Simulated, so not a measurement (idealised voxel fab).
Documented hereafter: the process module known as voxel ribs on slabs.
Square cells of 5 nm make up the cross-section cut, whose width is 160 nm.
Reading order for cross-sections: top band down to bottom band. Underlying form: a grid of square cells. Band size: one or more rows of cells. A band entry consists of two parts. The first gives the height of the band's top and the height of its bottom, in nm. The rest lists the band's materials from left to right, each with its width in nm. A single material labelled with the word "full width" fills the band from edge to edge, and the word "empty" marks empty space. Convention: height 0 is the level below which the wafer, as received, is all one material. The lowest band does not terminate at the bottom but continues downward, represented as "0 and below". You'd read "30 to 40" like this: the band's top row of cells is as wide as the first number, its bottom row is as wide as the second, and going down, every row changes width by the same amount as the row before did. Given "nothing was modified" for a step, no cell of the cross-section differs between before and after that step. Any empty space of 8 cells or more lacking an open way to the top shows up in "Sealed internal voids" as width x height at distance, distance from the left edge, in nm. after a step's settings: what the simulator itself notes on the step. "overlay nm" on a masked step: distance the mask lay right of its planned place, negative for left.

### Steps in the process plan
1: RECEIVE (material Si)
2: DIRECTIONAL_DEP (material SiO2; thk nm 20)
3: DIRECTIONAL_DEP (material polySi; thk nm 15)
4: PATTERN (tone cover; mask id RIB; material resist; width nm 20; thk nm 15; overlay nm 0)
5: DIRECTIONAL_ETCH (etch materials polySi; depth nm 5)
6: STRIP (etch materials resist)
7: PATTERN (tone cover; mask id SLAB; material resist; width nm 60; thk nm 20; overlay nm 0)
8: DIRECTIONAL_ETCH (etch materials polySi; depth nm 10)
9: STRIP (etch materials resist)
10: FILL_DEP (material SiO2; thk nm 25)
11: CMP (height nm 50)
12: DIRECTIONAL_DEP (material TiN; thk nm 5)
13: PATTERN (tone cover; mask id HEATER; material resist; width nm 30; thk nm 15; overlay nm 0)
14: DIRECTIONAL_ETCH (etch materials TiN; depth nm 5)
15: STRIP (etch materials resist)
16: CONFORMAL_DEP (material SiO2; thk nm 10)

### Cross-section of the wafer at receipt, which is the condition after step 1
	0 and below: Si full width
	Sealed internal voids: none

### The plan above was carried out on the starting structure above with one mistake, and this cross-section shows the wafer at the end of the module
	55 down to 50: 65 of empty; 30 of TiN; 65 of empty
	50 down to 35: SiO2 full width
	35 down to 30: 70 of SiO2; 20 of polySi; 70 of SiO2
	30 down to 20: 50 of SiO2; 60 of polySi; 50 of SiO2
	20 down to 0: SiO2 full width
	0 and below: Si full width
	Sealed internal voids: none
Processing error: plan step 16: skipped, not run
